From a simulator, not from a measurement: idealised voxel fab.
Presented below is a process module, voxel self aligned contacts.
The cross-section on display is named cut; it measures 235 nm wide, and its cells are 5 nm squares.
Each cross-section below is a grid of square cells, stated as bands in top-down order, with one or more rows of cells making up each band.
The band entry comprises the height of the band's top followed by the height of its bottom, expressed in nm, and subsequently the band's materials from left to right, each stated together with its width in nm. Where a single material is marked with the word "full width", that material fills the band from edge to edge. The word "air" represents empty space.
Height reference: 0 = level under which incoming wafer is all one material. Lowest band: no bottom, runs on downward, e.g. "0 and below".
Width: "30 to 40" (first number = top row, second number = bottom row, same change from row to row of cells).
Where the words "no change" appear for a step, the cross-section shows no cell changed by that step; every cell remained as before.
Under "Closed cavities" you'll find the enclosed gaps, the ones with no way out to the top, that are 8 cells or bigger; each reads width x height at distance, with distance counted from the left edge, everything in nm.
after a step's settings: what the simulator itself notes on the step
overlay nm: step with mask; distance mask lay right of planned place; negative value = left of planned place.

HERE'S WHAT THE PLANNED PROCESS STEPS LOOK LIKE
1. op RECEIVE | material Si
2. op CONFORMAL_DEP | material SiO2 | thk nm 5
3. op DIRECTIONAL_DEP | material polySi | thk nm 30
4. op DIRECTIONAL_DEP | material SiN | thk nm 20
5. op DIRECTIONAL_DEP | material aC | thk nm 10
6. op PATTERN | tone cover | mask id GATE | material resist | width nm 30 | pitch nm 65 | thk nm 25 | overlay nm 0
7. op DIRECTIONAL_ETCH | etch materials aC | depth nm 10
8. op STRIP | etch materials resist
9. op DIRECTIONAL_ETCH | etch materials SiN | depth nm 20
10. op DIRECTIONAL_ETCH | etch materials polySi | depth nm 30
11. op STRIP | etch materials aC
12. op CONFORMAL_DEP | material SiN | thk nm 10
13. op DIRECTIONAL_ETCH | etch materials SiN | depth nm 10
14. op FILL_DEP | material SiO2 | thk nm 15
15. op CMP | height nm 65
16. op PATTERN | tone open | mask id CONTACT | material resist | width nm 45 | thk nm 20 | overlay nm 0
17. op DIRECTIONAL_ETCH | etch materials SiO2 | depth nm 65
18. op STRIP | etch materials resist
19. op CONFORMAL_DEP | material TiN | thk nm 5
20. op FILL_DEP | material Ru | thk nm 5
21. op CMP | height nm 65
22. op CONFORMAL_DEP | material SiN | thk nm 5

THIS IS THE CROSS-SECTION OF THE WAFER AS WE RECEIVED IT, I.E. AFTER STEP 1
    0 and below | Si full width
    Closed cavities: none

HERE'S THE CROSS-SECTION OF THE FIRST OF OUR TWO WAFERS AT THE END OF THE MODULE - IT RAN AS PLANNED
    70 down to 65 | SiN full width
    65 down to 55 | 95 of SiO2  5 to 20 of TiN  35 to 5 of Ru  5 to 20 of TiN  95 of SiO2
    55 down to 35 | 60 of SiO2  50 of SiN  5 of TiN  5 of Ru  5 of TiN  50 of SiN  60 of SiO2
    35 down to 5 | 60 of SiO2  10 of SiN  30 of polySi  10 of SiN  5 of TiN  5 of Ru  5 of TiN  10 of SiN  30 of polySi  10 of SiN  60 of SiO2
    5 down to 0 | 110 of SiO2  15 of TiN  110 of SiO2
    0 and below | Si full width
    Closed cavities: none

CROSS-SECTION, SECOND WAFER: SAME START AS THE FIRST, SAME PLAN AS THE FIRST, ONE MISTAKE IN RUNNING IT; TAKEN AT THE END OF THE MODULE
    70 down to 65 | SiN full width
    65 down to 55 | 100 to 115 of SiO2  35 to 5 of Ru  100 to 115 of SiO2
    55 down to 35 | 60 of SiO2  50 of SiN  5 of SiO2  5 of Ru  5 of SiO2  50 of SiN  60 of SiO2
    35 down to 5 | 60 of SiO2  10 of SiN  30 of polySi  10 of SiN  5 of SiO2  5 of Ru  5 of SiO2  10 of SiN  30 of polySi  10 of SiN  60 of SiO2
    5 down to 0 | SiO2 full width
    0 and below | Si full width
    Closed cavities: none
What was done differently from what was planned? heads up, step 19 didn't go per plan, it actually ran as op CONFORMAL_DEP | material SiO2 | thk nm 5
Counted in cells at the end, the second wafer holds more or fewer of these materials than the first: 33 more of SiO2; 33 fewer of TiN
